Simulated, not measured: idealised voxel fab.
Process module under the name voxel gate over fins
FYI the section here is cut, 170 nm wide, cells are 5 nm squares.
Heads up, the way a cross-section reads in here is a grid of square cells, handed over as bands from the top down, with every band being one or more rows of cells.
A band entry consists of two parts. The first gives the height of the band's top and the height of its bottom, in nm. The rest lists the band's materials from left to right, each with its width in nm. A single material labelled with the word "everywhere" fills the band from edge to edge, and the word "empty" marks empty space.
It should be noted that heights are counted from 0, beneath which the wafer as supplied is of one material throughout, and that the lowest band possesses no lower boundary but continues downward, as written in "0 and below".
The notation "30 to 40" denotes a width that varies across the rows of cells in the band, beginning at the first number in the top row, finishing at the second number in the bottom row, and changing by an identical amount from each row to the next.
"nothing was modified" for a step: no cell of the cross-section changed in that step.
So "Voids, enclosed" is basically the list of trapped voids: any empty space of 8 cells or more that can't reach the top through an opening. They're written width x height at distance, the distance being from the left edge, and it's all nm.
after a step's settings: what the simulator itself notes on the step
If you see "overlay nm" on a step's line and that step has a mask, it's telling you how far right of where it was planned the mask ended up; a negative number means it went left instead.
# Process steps - plan
| 1 | op RECEIVE | material Si |
| 2 | op CONFORMAL_DEP | material SiN | thk nm 5 |
| 3 | op PATTERN | tone cover | mask id FINS | material resist | width nm 15 | pitch nm 60 | thk nm 20 | overlay nm 0 |
| 4 | op DIRECTIONAL_ETCH | etch materials SiN | depth nm 5 |
| 5 | op DIRECTIONAL_ETCH | etch materials Si | depth nm 40 |
| 6 | op STRIP | etch materials resist |
| 7 | op OXIDIZE | depth nm 5 |
| 8 | op FILL_DEP | material SiO2 | thk nm 15 |
| 9 | op CMP | height nm 5 |
| 10 | op DIRECTIONAL_DEP | material aC | thk nm 10 |
| 11 | op PATTERN | tone open | mask id RAIL | material resist | width nm 15 | thk nm 25 | overlay nm 0 |
| 12 | op DIRECTIONAL_ETCH | etch materials aC | depth nm 10 |
| 13 | op STRIP | etch materials resist |
| 14 | op DIRECTIONAL_ETCH | etch materials SiO2 | depth nm 40 |
| 15 | op STRIP | etch materials aC |
| 16 | op CONFORMAL_DEP | material TiN | thk nm 5 |
| 17 | op FILL_DEP | material W | thk nm 10 |
| 18 | op CMP | height nm 5 |
| 19 | op SELECTIVE_ETCH | etch materials W Ru TiN | depth nm 20 |
| 20 | op FILL_DEP | material SiO2 | thk nm 5 |
| 21 | op CMP | height nm 5 |
| 22 | op SELECTIVE_ETCH | etch materials SiO2 | depth nm 15 |
| 23 | op STRIP | etch materials SiN |
| 24 | op CONFORMAL_DEP | material HfO2 | thk nm 5 |
| 25 | op CONFORMAL_DEP | material TiN | thk nm 5 |
| 26 | op FILL_DEP | material W | thk nm 15 |
| 27 | op CMP | height nm 20 |
| 28 | op CONFORMAL_DEP | material SiN | thk nm 10 |
# Cross-section of the wafer upon arrival, representing the state reached after step 1
* 0 and below | Si everywhere
* Voids, enclosed: none
# First wafer of two, sectioned at end of module; run went per plan
* 30 down to 20 | SiN everywhere
* 20 down to 10 | W everywhere
* 10 down to 5 | W 10 nm; TiN 25 nm; W 35 nm; TiN 25 nm; W 35 nm; TiN 25 nm; W 15 nm
* 5 down to 0 | W 10 nm; TiN 5 nm; HfO2 15 nm; TiN 5 nm; W 35 nm; TiN 5 nm; HfO2 15 nm; TiN 5 nm; W 35 nm; TiN 5 nm; HfO2 15 nm; TiN 5 nm; W 15 nm
* 0 down to -5 | TiN 15 nm; HfO2 5 nm; Si 5 nm; HfO2 5 nm; TiN 45 nm; HfO2 5 nm; Si 5 nm; HfO2 5 nm; TiN 45 nm; HfO2 5 nm; Si 5 nm; HfO2 5 nm; TiN 20 nm
* -5 down to -10 | HfO2 20 nm; Si 5 nm; HfO2 55 nm; Si 5 nm; HfO2 55 nm; Si 5 nm; HfO2 25 nm
* -10 down to -15 | SiO2 20 nm; Si 5 nm; SiO2 55 nm; Si 5 nm; SiO2 55 nm; Si 5 nm; SiO2 25 nm
* -15 down to -30 | SiO2 20 nm; Si 5 nm; SiO2 20 nm; TiN 5 nm; W 5 nm; TiN 5 nm; SiO2 20 nm; Si 5 nm; SiO2 55 nm; Si 5 nm; SiO2 25 nm
* -30 down to -35 | SiO2 20 nm; Si 5 nm; SiO2 20 nm; TiN 15 nm; SiO2 20 nm; Si 5 nm; SiO2 55 nm; Si 5 nm; SiO2 25 nm
* -35 down to -45 | SiO2 20 nm; Si 5 nm; SiO2 55 nm; Si 5 nm; SiO2 55 nm; Si 5 nm; SiO2 25 nm
* -45 and below | Si everywhere
* Voids, enclosed: none
# Wafer two, end of module, cross-section. Same start, same plan as wafer one. One mistake in the run
* 30 down to 20 | SiN everywhere
* 20 down to 10 | W everywhere
* 10 down to 5 | W 10 nm; TiN 25 nm; W 35 nm; TiN 25 nm; W 35 nm; TiN 25 nm; W 15 nm
* 5 down to 0 | W 10 nm; TiN 5 nm; HfO2 15 nm; TiN 5 nm; W 35 nm; TiN 5 nm; HfO2 15 nm; TiN 5 nm; W 35 nm; TiN 5 nm; HfO2 15 nm; TiN 5 nm; W 15 nm
* 0 down to -5 | W 10 nm; TiN 5 nm; HfO2 5 nm; Si 5 nm; HfO2 5 nm; TiN 5 nm; W 35 nm; TiN 5 nm; HfO2 5 nm; Si 5 nm; HfO2 5 nm; TiN 5 nm; W 35 nm; TiN 5 nm; HfO2 5 nm; Si 5 nm; HfO2 5 nm; TiN 5 nm; W 15 nm
* -5 down to -10 | W 10 nm; TiN 5 nm; HfO2 5 nm; Si 5 nm; HfO2 5 nm; TiN 45 nm; HfO2 5 nm; Si 5 nm; HfO2 5 nm; TiN 5 nm; W 35 nm; TiN 5 nm; HfO2 5 nm; Si 5 nm; HfO2 5 nm; TiN 5 nm; W 15 nm
* -10 down to -15 | W 10 nm; TiN 5 nm; HfO2 5 nm; Si 5 nm; HfO2 5 nm; TiN 10 nm; HfO2 25 nm; TiN 10 nm; HfO2 5 nm; Si 5 nm; HfO2 5 nm; TiN 5 nm; W 35 nm; TiN 5 nm; HfO2 5 nm; Si 5 nm; HfO2 5 nm; TiN 5 nm; W 15 nm
* -15 down to -20 | TiN 15 nm; HfO2 5 nm; Si 5 nm; HfO2 5 nm; TiN 10 nm; HfO2 5 nm; TiN 5 nm; W 5 nm; TiN 5 nm; HfO2 5 nm; TiN 10 nm; HfO2 5 nm; Si 5 nm; HfO2 5 nm; TiN 45 nm; HfO2 5 nm; Si 5 nm; HfO2 5 nm; TiN 20 nm
* -20 down to -25 | HfO2 20 nm; Si 5 nm; HfO2 20 nm; TiN 5 nm; W 5 nm; TiN 5 nm; HfO2 20 nm; Si 5 nm; HfO2 55 nm; Si 5 nm; HfO2 25 nm
* -25 down to -30 | SiO2 20 nm; Si 5 nm; SiO2 20 nm; TiN 5 nm; W 5 nm; TiN 5 nm; SiO2 20 nm; Si 5 nm; SiO2 55 nm; Si 5 nm; SiO2 25 nm
* -30 down to -35 | SiO2 20 nm; Si 5 nm; SiO2 20 nm; TiN 15 nm; SiO2 20 nm; Si 5 nm; SiO2 55 nm; Si 5 nm; SiO2 25 nm
* -35 down to -45 | SiO2 20 nm; Si 5 nm; SiO2 55 nm; Si 5 nm; SiO2 55 nm; Si 5 nm; SiO2 25 nm
* -45 and below | Si everywhere
* Voids, enclosed: none
What was done differently from what was planned? step 22 was run twice
Counted in cells at the end, the second wafer holds more or fewer of these materials than the first: HfO2 +22, SiO2 -87, TiN +22, W +43
